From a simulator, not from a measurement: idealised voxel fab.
voxel ribs on slabs: a process module
FYI the section here is cut, 260 nm wide, cells are 5 nm squares.
Cross-sections here: square-cell grids, written as top-down lists of bands, a band being one or more rows of cells. Band: top and bottom heights (nm) first, top before bottom; then materials from left to right, widths in nm. "edge to edge" marks a sole material filling the band edge to edge. "blank" denotes empty space. Ref level 0: as-received wafer is one material below here. Bottom band extends down with no lower bound ("z 0 and below"). It should be noted that a width expressed as "30 to 40" varies in equal increments from row to row of cells within the band, taking the value of the first number at the top row and that of the second number at the bottom row. "everything unchanged" for a step: no cell of the cross-section changed in that step. If an empty space has no open way to the top and is at least 8 cells in size, "Closed empty spaces" lists it, written width x height at distance, where distance is measured from the left edge and every value is in nm. What comes after the settings on a step's line is commentary from the simulator itself on that step. The line of a step may include "overlay nm". On a step with a mask, this value is how far to the right of its planned place the mask lay. A negative value means the mask lay to the left.
# Planned process steps
1) RECEIVE with material Si
2) DIRECTIONAL_DEP with material SiO2, thk nm 15
3) DIRECTIONAL_DEP with material SiN, thk nm 20
4) MASKED_ETCH with tone cover, mask id RIB, width nm 30, etch materials SiN, depth nm 5, overlay nm 0
5) DIRECTIONAL_DEP with material aC, thk nm 10
6) PATTERN with tone cover, mask id SLAB, material resist, width nm 80, thk nm 25, overlay nm 0
7) DIRECTIONAL_ETCH with etch materials aC, depth nm 10
8) STRIP with etch materials resist
9) DIRECTIONAL_ETCH with etch materials SiN, depth nm 15
10) STRIP with etch materials aC
11) FILL_DEP with material SiO2, thk nm 20
12) CMP with height nm 55
13) DIRECTIONAL_DEP with material W, thk nm 10
14) MASKED_ETCH with tone cover, mask id HEATER, width nm 40, etch materials W, depth nm 10, overlay nm 0
15) CONFORMAL_DEP with material SiN, thk nm 5
Don't read the plan's thk nm for step 2 as applying to every wafer: that's the first wafer's value, and the wafers differ in it, though they all start identical.
# The first of several wafers, as received after step 1, seen in section
	z 0 and below: Si edge to edge
	Closed empty spaces: none
# Tabulated below, wafer by wafer, are the end-of-module results: for each material, the number of cells gained (+) or lost (-) relative to the as-received state, followed by the closed voids
thk nm 15, +110 SiN, +518 SiO2, +16 W, Closed empty spaces: none
thk nm 20, +110 SiN, +518 SiO2, +16 W, Closed empty spaces: none
thk nm 25, +110 SiN, +518 SiO2, +16 W, Closed empty spaces: none
thk nm 30, +110 SiN, +518 SiO2, +16 W, Closed empty spaces: none
thk nm 35, +110 SiN, +518 SiO2, +16 W, Closed empty spaces: none
thk nm 40, +104 SiN, +524 SiO2, +16 W, Closed empty spaces: none
